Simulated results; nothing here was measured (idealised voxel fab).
Process module, titled voxel ribs on slabs
175 nm wide, 5 nm square cells: that's cross-section cut.
Cross-section layout: square cells on a grid; listed as bands, top to bottom; a band spans one or more cell rows.
Within each band entry, the heights of the top and of the bottom of the band appear first, in that order and in nm; the materials of the band then follow from left to right, each with its corresponding width in nm. The designation "edge to edge" on a single material indicates that it fills the band from edge to edge; the designation "empty" indicates empty space.
Heights are measured from 0, the level below which the as-received wafer is all one material; the lowest band has no bottom and continues downward, written as in "from 0 down".
Width "30 to 40": first value at the band's top row of cells, second value at its bottom row, equal change from row to row.
"no modifications", as given for a step, is the statement that not any cell of the cross-section underwent a change during that step.
Entry "Cavities, closed" = empty spaces >= 8 cells with no open way to the top; each as width x height at distance, distance from left edge, all nm.
On each step's line, the part that comes after the settings is the simulator's own comment on the step.
overlay nm: step with mask; distance mask lay right of planned place; negative value = left of planned place.

Steps planned for the process:
1) RECEIVE: material Si
2) DIRECTIONAL_DEP: material SiO2, thk nm 30
3) DIRECTIONAL_DEP: material SiN, thk nm 20
4) PATTERN: tone cover, mask id RIB, material resist, width nm 25, thk nm 20, overlay nm 0
5) DIRECTIONAL_ETCH: etch materials SiN, depth nm 10
6) STRIP: etch materials resist
7) PATTERN: tone cover, mask id SLAB, material resist, width nm 65, thk nm 15, overlay nm 0
8) DIRECTIONAL_ETCH: etch materials SiN, depth nm 10
9) STRIP: etch materials resist
10) FILL_DEP: material SiO2, thk nm 20
11) CMP: height nm 65
12) DIRECTIONAL_DEP: material W, thk nm 10
13) MASKED_ETCH: tone cover, mask id HEATER, width nm 35, etch materials W, depth nm 10, overlay nm 0
14) CONFORMAL_DEP: material SiN, thk nm 5

So, the first of our two wafers, run just as we planned it:

Cross-section of the wafer at receipt, which is the condition after step 1:
	from 0 down = Si edge to edge
	Cavities, closed: none

Cross-sectional representation of the wafer at the conclusion of step 2:
	from 30 to 0 = SiO2 edge to edge
	At heights below 0, the structure remains unaltered.

Cross-sectional representation of the wafer at the conclusion of step 3:
	from 50 to 30 = SiN edge to edge
	At heights below 30, the structure remains unaltered.

Cross-sectional representation of the wafer at the conclusion of step 4:
	from 70 to 50 = 75 nm empty, 25 nm resist, 75 nm empty
	At heights below 50, the structure remains unaltered.

Cross-sectional representation of the wafer at the conclusion of step 5:
	from 70 to 50 = 75 nm empty, 25 nm resist, 75 nm empty
	from 50 to 40 = 75 nm empty, 25 nm SiN, 75 nm empty
	At heights below 40, the structure remains unaltered.

Cross-sectional representation of the wafer at the conclusion of step 6:
	from 50 to 40 = 75 nm empty, 25 nm SiN, 75 nm empty
	At heights below 40, the structure remains unaltered.

Cross-sectional representation of the wafer at the conclusion of step 7:
	from 65 to 50 = 55 nm empty, 65 nm resist, 55 nm empty
	from 50 to 40 = 55 nm empty, 20 nm resist, 25 nm SiN, 20 nm resist, 55 nm empty
	At heights below 40, the structure remains unaltered.

Cross-sectional representation of the wafer at the conclusion of step 8:
	from 65 to 50 = 55 nm empty, 65 nm resist, 55 nm empty
	from 50 to 40 = 55 nm empty, 20 nm resist, 25 nm SiN, 20 nm resist, 55 nm empty
	from 40 to 30 = 55 nm empty, 65 nm SiN, 55 nm empty
	At heights below 30, the structure remains unaltered.

Cross-sectional representation of the wafer at the conclusion of step 9:
	from 50 to 40 = 75 nm empty, 25 nm SiN, 75 nm empty
	At heights below 40, the structure remains unaltered.

Cross-sectional representation of the wafer at the conclusion of step 10:
	from 70 to 50 = SiO2 edge to edge
	from 50 to 40 = 75 nm SiO2, 25 nm SiN, 75 nm SiO2
	from 40 to 30 = 55 nm SiO2, 65 nm SiN, 55 nm SiO2
	At heights below 30, the structure remains unaltered.

Cross-sectional representation of the wafer at the conclusion of step 11:
	from 65 to 50 = SiO2 edge to edge
	At heights below 50, the structure remains unaltered.

Cross-sectional representation of the wafer at the conclusion of step 12:
	from 75 to 65 = W edge to edge
	At heights below 65, the structure remains unaltered.

Cross-sectional representation of the wafer at the conclusion of step 13:
	from 75 to 65 = 70 nm empty, 35 nm W, 70 nm empty
	At heights below 65, the structure remains unaltered.

Cross-sectional representation of the wafer at the conclusion of step 14:
	from 80 to 75 = 65 nm empty, 45 nm SiN, 65 nm empty
	from 75 to 70 = 65 nm empty, 5 nm SiN, 35 nm W, 5 nm SiN, 65 nm empty
	from 70 to 65 = 70 nm SiN, 35 nm W, 70 nm SiN
	At heights below 65, the structure remains unaltered.

What follows concerns the second wafer, which started out like the first and was meant to follow the very same plan; one mistake crept in when it was run, but everything up to and including step 3 is the same as for the first wafer:

Second wafer: cross-section at the scheduled end of step 4:
	from 70 to 50 = 75 nm resist, 25 nm empty, 75 nm resist
	At heights below 50, the structure remains unaltered.

Second wafer: cross-section at the scheduled end of step 5:
	from 70 to 50 = 75 nm resist, 25 nm empty, 75 nm resist
	from 50 to 40 = 75 nm SiN, 25 nm empty, 75 nm SiN
	At heights below 40, the structure remains unaltered.

Second wafer: cross-section at the scheduled end of step 6:
	from 50 to 40 = 75 nm SiN, 25 nm empty, 75 nm SiN
	At heights below 40, the structure remains unaltered.

Second wafer: cross-section at the scheduled end of step 7:
	from 65 to 50 = 55 nm empty, 65 nm resist, 55 nm empty
	from 50 to 40 = 75 nm SiN, 25 nm resist, 75 nm SiN
	At heights below 40, the structure remains unaltered.

Second wafer: cross-section at the scheduled end of step 8:
	from 65 to 50 = 55 nm empty, 65 nm resist, 55 nm empty
	from 50 to 40 = 55 nm empty, 20 nm SiN, 25 nm resist, 20 nm SiN, 55 nm empty
	At heights below 40, the structure remains unaltered.

Second wafer: cross-section at the scheduled end of step 9:
	from 50 to 40 = 55 nm empty, 20 nm SiN, 25 nm empty, 20 nm SiN, 55 nm empty
	At heights below 40, the structure remains unaltered.

Second wafer: cross-section at the scheduled end of step 10:
	from 70 to 50 = SiO2 edge to edge
	from 50 to 40 = 55 nm SiO2, 20 nm SiN, 25 nm SiO2, 20 nm SiN, 55 nm SiO2
	At heights below 40, the structure remains unaltered.

Second wafer: cross-section at the scheduled end of step 11:
	from 65 to 50 = SiO2 edge to edge
	At heights below 50, the structure remains unaltered.

Second wafer: cross-section at the scheduled end of step 12:
	from 75 to 65 = W edge to edge
	At heights below 65, the structure remains unaltered.

Second wafer: cross-section at the scheduled end of step 13:
	from 75 to 65 = 70 nm empty, 35 nm W, 70 nm empty
	At heights below 65, the structure remains unaltered.

Second wafer: cross-section at the scheduled end of step 14:
	from 80 to 75 = 65 nm empty, 45 nm SiN, 65 nm empty
	from 75 to 70 = 65 nm empty, 5 nm SiN, 35 nm W, 5 nm SiN, 65 nm empty
	from 70 to 65 = 70 nm SiN, 35 nm W, 70 nm SiN
	At heights below 65, the structure remains unaltered.
Against the plan, the run slipped here: step 4 deviated from plan and actually ran as PATTERN: tone open, mask id RIB, material resist, width nm 25, thk nm 20, overlay nm 0
The second wafer ends with more or fewer cells of some materials than the first, per final count: SiN +50, SiO2 -50
